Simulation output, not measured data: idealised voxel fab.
process module | voxel ribs on slabs
cross-section cut | 145 nm wide | cells 5 nm
A cross-section is a grid of square cells, given in bands from the top down. A band is one or more rows of cells.
Each band's line starts with the height of the band's top and of its bottom, in nm. Then come its materials from left to right, each with its width in nm. One material with "throughout" fills the band from edge to edge. "air" is empty space.
Height 0 is the level under which the wafer as received is all one material. The lowest band goes on downwards, as in "0 down".
A width such as "30 to 40" changes by the same amount from each row of cells to the next, from the band's top row to its bottom row.
"no change" after a step means that no cell of the cross-section changed.
closed voids: empty space of 8 cells or more with no open way to the top, each as width x height at its distance from the left edge, in nm
after a step's settings: what the simulator itself notes on the step
overlay nm, on a step with a mask: how far to the right of its planned place the mask lay; to the left if negative
plan
1 op RECEIVE | material Si
2 op DIRECTIONAL_DEP | material SiO2 | thk nm 30
3 op DIRECTIONAL_DEP | material polySi | thk nm 20
4 op DIRECTIONAL_DEP | material aC | thk nm 15
5 op PATTERN | tone cover | mask id RIB | material resist | width nm 20 | thk nm 35 | overlay nm 0
6 op DIRECTIONAL_ETCH | etch materials aC | depth nm 15
7 op STRIP | etch materials resist
8 op DIRECTIONAL_ETCH | etch materials polySi | depth nm 15
9 op STRIP | etch materials aC
10 op PATTERN | tone cover | mask id SLAB | material resist | width nm 90 | thk nm 15 | overlay nm 0
11 op DIRECTIONAL_ETCH | etch materials polySi | depth nm 5
12 op STRIP | etch materials resist
13 op FILL_DEP | material SiO2 | thk nm 25
14 op CMP | height nm 70
15 op DIRECTIONAL_DEP | material TiN | thk nm 5
16 op PATTERN | tone cover | mask id HEATER | material resist | width nm 40 | thk nm 15 | overlay nm 0
17 op DIRECTIONAL_ETCH | etch materials TiN | depth nm 5
18 op STRIP | etch materials resist
19 op CONFORMAL_DEP | material SiO2 | thk nm 10
varied across the wafers: width nm of step 5. The plan shows the first wafer's value. All wafers start alike
first wafer as received, after step 1
  0 down: Si throughout
  closed voids: none
first wafer at the end, after step 19
  85 to 80: air 40 | SiO2 60 | air 45
  80 to 75: SiO2 throughout
  75 to 70: SiO2 50 | TiN 40 | SiO2 55
  70 to 50: SiO2 throughout
  50 to 35: SiO2 60 | polySi 20 | SiO2 65
  35 to 30: SiO2 25 | polySi 90 | SiO2 30
  30 to 0: SiO2 throughout
  0 down: Si throughout
  closed voids: none
last wafer at the end
  85 to 80: air 40 | SiO2 60 | air 45
  80 to 75: SiO2 throughout
  75 to 70: SiO2 50 | TiN 40 | SiO2 55
  70 to 50: SiO2 throughout
  50 to 35: SiO2 50 | polySi 45 | SiO2 50
  35 to 30: SiO2 25 | polySi 90 | SiO2 30
  30 to 0: SiO2 throughout
  0 down: Si throughout
  closed voids: none
each wafer at the end: cells of each material gained (+) or lost (-) since it was received, then its closed voids
width nm 20 | +438 SiO2 | +8 TiN | +30 polySi | closed voids: none
width nm 25 | +435 SiO2 | +8 TiN | +33 polySi | closed voids: none
width nm 30 | +432 SiO2 | +8 TiN | +36 polySi | closed voids: none
width nm 35 | +429 SiO2 | +8 TiN | +39 polySi | closed voids: none
width nm 40 | +426 SiO2 | +8 TiN | +42 polySi | closed voids: none
width nm 45 | +423 SiO2 | +8 TiN | +45 polySi | closed voids: none
